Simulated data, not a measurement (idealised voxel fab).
process module | voxel air gaps
cross-section cut | 295 nm wide | cells 5 nm
A cross-section is a grid of square cells, given in bands from the top down. A band is one or more rows of cells.
Each band's line starts with the height of the band's top and of its bottom, in nm. Then come its materials from left to right, each with its width in nm. One material with "throughout" fills the band from edge to edge. "air" is empty space.
Height 0 is the level under which the wafer as received is all one material. The lowest band goes on downwards, as in "0 down".
A width such as "30 to 40" changes by the same amount from each row of cells to the next, from the band's top row to its bottom row.
"no change" after a step means that no cell of the cross-section changed.
closed voids: empty space of 8 cells or more with no open way to the top, each as width x height at its distance from the left edge, in nm
after a step's settings: what the simulator itself notes on the step
overlay nm, on a step with a mask: how far to the right of its planned place the mask lay; to the left if negative
plan
1 op RECEIVE | material Si
2 op CONFORMAL_DEP | material SiO2 | thk nm 15
3 op CONFORMAL_DEP | material SiN | thk nm 5
4 op DIRECTIONAL_DEP | material lowk | thk nm 35
5 op MASKED_ETCH | tone open | mask id LINES | width nm 20 | pitch nm 50 | etch materials lowk | depth nm 35 | overlay nm 0
6 op CONFORMAL_DEP | material TiN | thk nm 5
7 op FILL_DEP | material Cu | thk nm 5
8 op CMP | height nm 55
9 op EPI | material Ru | thk nm 10
10 op SELECTIVE_ETCH | etch materials lowk | depth nm 45
11 op CONFORMAL_DEP | material SiN | thk nm 5
as received, after step 1
  0 down: Si throughout
  closed voids: none
first wafer at the end, as planned
  70 to 65: air 70 | SiN 150 | air 75
  65 to 55: air 70 | SiN 5 | Ru 40 | SiN 10 | Ru 40 | SiN 10 | Ru 40 | SiN 5 | air 75
  55 to 50: air 70 | SiN 15 | TiN 5 | Cu 10 | TiN 5 | SiN 30 | TiN 5 | Cu 10 | TiN 5 | SiN 30 | TiN 5 | Cu 10 | TiN 5 | SiN 15 | air 75
  50 to 25: air 80 | SiN 5 | TiN 5 | Cu 10 | TiN 5 | SiN 5 | air 20 | SiN 5 | TiN 5 | Cu 10 | TiN 5 | SiN 5 | air 20 | SiN 5 | TiN 5 | Cu 10 | TiN 5 | SiN 5 | air 85
  25 to 20: SiN 85 | TiN 20 | SiN 30 | TiN 20 | SiN 30 | TiN 20 | SiN 90
  20 to 15: SiN throughout
  15 to 0: SiO2 throughout
  0 down: Si throughout
  closed voids: 20 x 25 at 110; 20 x 25 at 160
second wafer at the end: like start, like plan, one mistake
  70 to 65: air 80 | SiN 150 | air 65
  65 to 55: air 80 | SiN 5 | Ru 40 | SiN 10 | Ru 40 | SiN 10 | Ru 40 | SiN 5 | air 65
  55 to 50: air 80 | SiN 15 | TiN 5 | Cu 10 | TiN 5 | SiN 30 | TiN 5 | Cu 10 | TiN 5 | SiN 30 | TiN 5 | Cu 10 | TiN 5 | SiN 15 | air 65
  50 to 25: air 90 | SiN 5 | TiN 5 | Cu 10 | TiN 5 | SiN 5 | air 20 | SiN 5 | TiN 5 | Cu 10 | TiN 5 | SiN 5 | air 20 | SiN 5 | TiN 5 | Cu 10 | TiN 5 | SiN 5 | air 75
  25 to 20: SiN 95 | TiN 20 | SiN 30 | TiN 20 | SiN 30 | TiN 20 | SiN 80
  20 to 15: SiN throughout
  15 to 0: SiO2 throughout
  0 down: Si throughout
  closed voids: 20 x 25 at 120; 20 x 25 at 170
what went wrong: step 5 ran as: op MASKED_ETCH | tone open | mask id LINES | width nm 20 | pitch nm 50 | etch materials lowk | depth nm 35 | overlay nm 10
at the end the second wafer has, in cells: as many of each material as the first, in other places
